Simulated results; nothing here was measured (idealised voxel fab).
Presented below is a process module, voxel self aligned vias.
FYI the section here is cut, 205 nm wide, cells are 5 nm squares.
Just so we're on the same page, the cross-sections are grids of square cells, and they're listed out in bands top to bottom, each band one or more rows deep. The entry gives the band's vertical extent as a top height and a bottom height in nm, then its horizontal make-up as materials from left to right, each with a width in nm. "air" stands for empty space; a single material marked "full width" fills the band edge to edge. Height reference: 0 = level under which incoming wafer is all one material. Lowest band: no bottom, runs on downward, e.g. "top 0, no bottom". The notation "30..40" denotes a width that varies across the rows of cells in the band, beginning at the first number in the top row, finishing at the second number in the bottom row, and changing by an identical amount from each row to the next. Step note "no modifications" = no cross-section cell changed. Enclosed voids (no open way to top), threshold 8 cells or more, entry "Cavities, sealed", notation width x height at distance, distance from left edge, nm. after a step's settings: what the simulator itself notes on the step. overlay nm, on a step with a mask: how far to the right of its planned place the mask lay; to the left if negative.
-- plan
1: RECEIVE (material Si)
2: CONFORMAL_DEP (material SiO2; thk nm 10)
3: CONFORMAL_DEP (material SiCN; thk nm 5)
4: DIRECTIONAL_DEP (material SiO2; thk nm 25)
5: PATTERN (tone open; mask id LINES; material resist; width nm 20; pitch nm 65; thk nm 20; overlay nm 0)
6: DIRECTIONAL_ETCH (etch materials SiO2; depth nm 25)
7: STRIP (etch materials resist)
8: CONFORMAL_DEP (material TiN; thk nm 5)
9: FILL_DEP (material W; thk nm 10)
10: CMP (height nm 40)
11: SELECTIVE_ETCH (etch materials W Ru TiN; depth nm 5)
12: FILL_DEP (material SiN; thk nm 5)
13: CMP (height nm 40)
14: DIRECTIONAL_DEP (material SiO2; thk nm 20)
15: PATTERN (tone open; mask id VIAS; material resist; width nm 40; pitch nm 130; thk nm 20; overlay nm 0)
16: DIRECTIONAL_ETCH (etch materials SiO2; depth nm 20)
17: DIRECTIONAL_ETCH (etch materials SiN; depth nm 5)
18: STRIP (etch materials resist)
19: CONFORMAL_DEP (material TiN; thk nm 5)
20: FILL_DEP (material Ru; thk nm 5)
21: CMP (height nm 60)
22: CONFORMAL_DEP (material SiN; thk nm 5)
-- First wafer, two in total, run as planned
-- Wafer at receipt (post step 1), cross-section
  top 0, no bottom = Si full width
  Cavities, sealed: none
-- Step 2 done - wafer cross-section
  top 10, bottom 0 = SiO2 full width
  Below 0, no change.
-- Step 3 done - wafer cross-section
  top 15, bottom 10 = SiCN full width
  Below 10, no change.
-- Step 4 done - wafer cross-section
  top 40, bottom 15 = SiO2 full width
  Below 15, no change.
-- Step 5 done - wafer cross-section
  top 60, bottom 40 = 25 nm resist, then 20 nm air, then 45 nm resist, then 20 nm air, then 45 nm resist, then 20 nm air, then 30 nm resist
  Below 40, no change.
-- Step 6 done - wafer cross-section
  top 60, bottom 40 = 25 nm resist, then 20 nm air, then 45 nm resist, then 20 nm air, then 45 nm resist, then 20 nm air, then 30 nm resist
  top 40, bottom 15 = 25 nm SiO2, then 20 nm air, then 45 nm SiO2, then 20 nm air, then 45 nm SiO2, then 20 nm air, then 30 nm SiO2
  Below 15, no change.
-- Step 7 done - wafer cross-section
  top 40, bottom 15 = 25 nm SiO2, then 20 nm air, then 45 nm SiO2, then 20 nm air, then 45 nm SiO2, then 20 nm air, then 30 nm SiO2
  Below 15, no change.
-- Step 8 done - wafer cross-section
  top 45, bottom 40 = 30 nm TiN, then 10 nm air, then 55 nm TiN, then 10 nm air, then 55 nm TiN, then 10 nm air, then 35 nm TiN
  top 40, bottom 20 = 25 nm SiO2, then 5 nm TiN, then 10 nm air, then 5 nm TiN, then 45 nm SiO2, then 5 nm TiN, then 10 nm air, then 5 nm TiN, then 45 nm SiO2, then 5 nm TiN, then 10 nm air, then 5 nm TiN, then 30 nm SiO2
  top 20, bottom 15 = 25 nm SiO2, then 20 nm TiN, then 45 nm SiO2, then 20 nm TiN, then 45 nm SiO2, then 20 nm TiN, then 30 nm SiO2
  Below 15, no change.
-- Step 9 done - wafer cross-section
  top 55, bottom 45 = W full width
  top 45, bottom 40 = 30 nm TiN, then 10 nm W, then 55 nm TiN, then 10 nm W, then 55 nm TiN, then 10 nm W, then 35 nm TiN
  top 40, bottom 20 = 25 nm SiO2, then 5 nm TiN, then 10 nm W, then 5 nm TiN, then 45 nm SiO2, then 5 nm TiN, then 10 nm W, then 5 nm TiN, then 45 nm SiO2, then 5 nm TiN, then 10 nm W, then 5 nm TiN, then 30 nm SiO2
  Below 20, no change.
-- Step 10 done - wafer cross-section
  top 40, bottom 20 = 25 nm SiO2, then 5 nm TiN, then 10 nm W, then 5 nm TiN, then 45 nm SiO2, then 5 nm TiN, then 10 nm W, then 5 nm TiN, then 45 nm SiO2, then 5 nm TiN, then 10 nm W, then 5 nm TiN, then 30 nm SiO2
  Below 20, no change.
-- Step 11 done - wafer cross-section
  top 40, bottom 35 = 25 nm SiO2, then 20 nm air, then 45 nm SiO2, then 20 nm air, then 45 nm SiO2, then 20 nm air, then 30 nm SiO2
  Below 35, no change.
-- Step 12 done - wafer cross-section
  top 45, bottom 40 = SiN full width
  top 40, bottom 35 = 25 nm SiO2, then 20 nm SiN, then 45 nm SiO2, then 20 nm SiN, then 45 nm SiO2, then 20 nm SiN, then 30 nm SiO2
  Below 35, no change.
-- Step 13 done - wafer cross-section
  top 40, bottom 35 = 25 nm SiO2, then 20 nm SiN, then 45 nm SiO2, then 20 nm SiN, then 45 nm SiO2, then 20 nm SiN, then 30 nm SiO2
  Below 35, no change.
-- Step 14 done - wafer cross-section
  top 60, bottom 40 = SiO2 full width
  Below 40, no change.
-- Step 15 done - wafer cross-section
  top 80, bottom 60 = 15 nm resist, then 40 nm air, then 90 nm resist, then 40 nm air, then 20 nm resist
  Below 60, no change.
-- Step 16 done - wafer cross-section
  top 80, bottom 60 = 15 nm resist, then 40 nm air, then 90 nm resist, then 40 nm air, then 20 nm resist
  top 60, bottom 40 = 15 nm SiO2, then 40 nm air, then 90 nm SiO2, then 40 nm air, then 20 nm SiO2
  Below 40, no change.
-- Step 17 done - wafer cross-section
  top 80, bottom 60 = 15 nm resist, then 40 nm air, then 90 nm resist, then 40 nm air, then 20 nm resist
  top 60, bottom 40 = 15 nm SiO2, then 40 nm air, then 90 nm SiO2, then 40 nm air, then 20 nm SiO2
  top 40, bottom 35 = 25 nm SiO2, then 20 nm air, then 45 nm SiO2, then 20 nm SiN, then 45 nm SiO2, then 20 nm air, then 30 nm SiO2
  Below 35, no change.
-- Step 18 done - wafer cross-section
  top 60, bottom 40 = 15 nm SiO2, then 40 nm air, then 90 nm SiO2, then 40 nm air, then 20 nm SiO2
  Below 40, no change.
-- Step 19 done - wafer cross-section
  top 65, bottom 60 = 20 nm TiN, then 30 nm air, then 100 nm TiN, then 30 nm air, then 25 nm TiN
  top 60, bottom 45 = 15 nm SiO2, then 5 nm TiN, then 30 nm air, then 5 nm TiN, then 90 nm SiO2, then 5 nm TiN, then 30 nm air, then 5 nm TiN, then 20 nm SiO2
  top 45, bottom 40 = 15 nm SiO2, then 15 nm TiN, then 10 nm air, then 15 nm TiN, then 90 nm SiO2, then 15 nm TiN, then 10 nm air, then 15 nm TiN, then 20 nm SiO2
  top 40, bottom 35 = 25 nm SiO2, then 20 nm TiN, then 45 nm SiO2, then 20 nm SiN, then 45 nm SiO2, then 20 nm TiN, then 30 nm SiO2
  Below 35, no change.
-- Step 20 done - wafer cross-section
  top 70, bottom 65 = Ru full width
  top 65, bottom 60 = 20 nm TiN, then 30 nm Ru, then 100 nm TiN, then 30 nm Ru, then 25 nm TiN
  top 60, bottom 45 = 15 nm SiO2, then 5 nm TiN, then 30 nm Ru, then 5 nm TiN, then 90 nm SiO2, then 5 nm TiN, then 30 nm Ru, then 5 nm TiN, then 20 nm SiO2
  top 45, bottom 40 = 15 nm SiO2, then 15 nm TiN, then 10 nm Ru, then 15 nm TiN, then 90 nm SiO2, then 15 nm TiN, then 10 nm Ru, then 15 nm TiN, then 20 nm SiO2
  Below 40, no change.
-- Step 21 done - wafer cross-section
  top 60, bottom 45 = 15 nm SiO2, then 5 nm TiN, then 30 nm Ru, then 5 nm TiN, then 90 nm SiO2, then 5 nm TiN, then 30 nm Ru, then 5 nm TiN, then 20 nm SiO2
  Below 45, no change.
-- Step 22 done - wafer cross-section
  top 65, bottom 60 = SiN full width
  Below 60, no change.
-- For the second wafer, take the first wafer's start and plan, then add one mistake made in running it; everything through step 15, that step included, is shared with the first
-- Look at the second wafer in cross-section at the time step 16 ought to have finished
  top 80, bottom 60 = 15 nm resist, then 40 nm air, then 90 nm resist, then 40 nm air, then 20 nm resist
  top 60, bottom 40 = 15 nm SiO2, then 40 nm air, then 90 nm SiO2, then 40 nm air, then 20 nm SiO2
  top 40, bottom 35 = 15 nm SiO2, then 10 nm air, then 20 nm SiN, then 10 nm air, then 35 nm SiO2, then 20 nm SiN, then 35 nm SiO2, then 10 nm air, then 20 nm SiN, then 10 nm air, then 20 nm SiO2
  top 35, bottom 20 = 15 nm SiO2, then 10 nm air, then 5 nm TiN, then 10 nm W, then 5 nm TiN, then 10 nm air, then 35 nm SiO2, then 5 nm TiN, then 10 nm W, then 5 nm TiN, then 35 nm SiO2, then 10 nm air, then 5 nm TiN, then 10 nm W, then 5 nm TiN, then 10 nm air, then 20 nm SiO2
  Below 20, no change.
-- Look at the second wafer in cross-section at the time step 17 ought to have finished
  top 80, bottom 60 = 15 nm resist, then 40 nm air, then 90 nm resist, then 40 nm air, then 20 nm resist
  top 60, bottom 40 = 15 nm SiO2, then 40 nm air, then 90 nm SiO2, then 40 nm air, then 20 nm SiO2
  top 40, bottom 35 = 15 nm SiO2, then 40 nm air, then 35 nm SiO2, then 20 nm SiN, then 35 nm SiO2, then 40 nm air, then 20 nm SiO2
  Below 35, no change.
-- Look at the second wafer in cross-section at the time step 18 ought to have finished
  top 60, bottom 40 = 15 nm SiO2, then 40 nm air, then 90 nm SiO2, then 40 nm air, then 20 nm SiO2
  Below 40, no change.
-- Look at the second wafer in cross-section at the time step 19 ought to have finished
  top 65, bottom 60 = 20 nm TiN, then 30 nm air, then 100 nm TiN, then 30 nm air, then 25 nm TiN
  top 60, bottom 40 = 15 nm SiO2, then 5 nm TiN, then 30 nm air, then 5 nm TiN, then 90 nm SiO2, then 5 nm TiN, then 30 nm air, then 5 nm TiN, then 20 nm SiO2
  top 40, bottom 35 = 15 nm SiO2, then 40 nm TiN, then 35 nm SiO2, then 20 nm SiN, then 35 nm SiO2, then 40 nm TiN, then 20 nm SiO2
  top 35, bottom 20 = 15 nm SiO2, then 15 nm TiN, then 10 nm W, then 15 nm TiN, then 35 nm SiO2, then 5 nm TiN, then 10 nm W, then 5 nm TiN, then 35 nm SiO2, then 15 nm TiN, then 10 nm W, then 15 nm TiN, then 20 nm SiO2
  Below 20, no change.
-- Look at the second wafer in cross-section at the time step 20 ought to have finished
  top 70, bottom 65 = Ru full width
  top 65, bottom 60 = 20 nm TiN, then 30 nm Ru, then 100 nm TiN, then 30 nm Ru, then 25 nm TiN
  top 60, bottom 40 = 15 nm SiO2, then 5 nm TiN, then 30 nm Ru, then 5 nm TiN, then 90 nm SiO2, then 5 nm TiN, then 30 nm Ru, then 5 nm TiN, then 20 nm SiO2
  Below 40, no change.
-- Look at the second wafer in cross-section at the time step 21 ought to have finished
  top 60, bottom 40 = 15 nm SiO2, then 5 nm TiN, then 30 nm Ru, then 5 nm TiN, then 90 nm SiO2, then 5 nm TiN, then 30 nm Ru, then 5 nm TiN, then 20 nm SiO2
  Below 40, no change.
-- Look at the second wafer in cross-section at the time step 22 ought to have finished
  top 65, bottom 60 = SiN full width
  Below 60, no change.
Nonconformance to the process plan: step 16 of the plan was performed twice
Counted in cells at the end, the second wafer holds more or fewer of these materials than the first: Ru: 8 more; SiO2: 32 fewer; TiN: 24 more
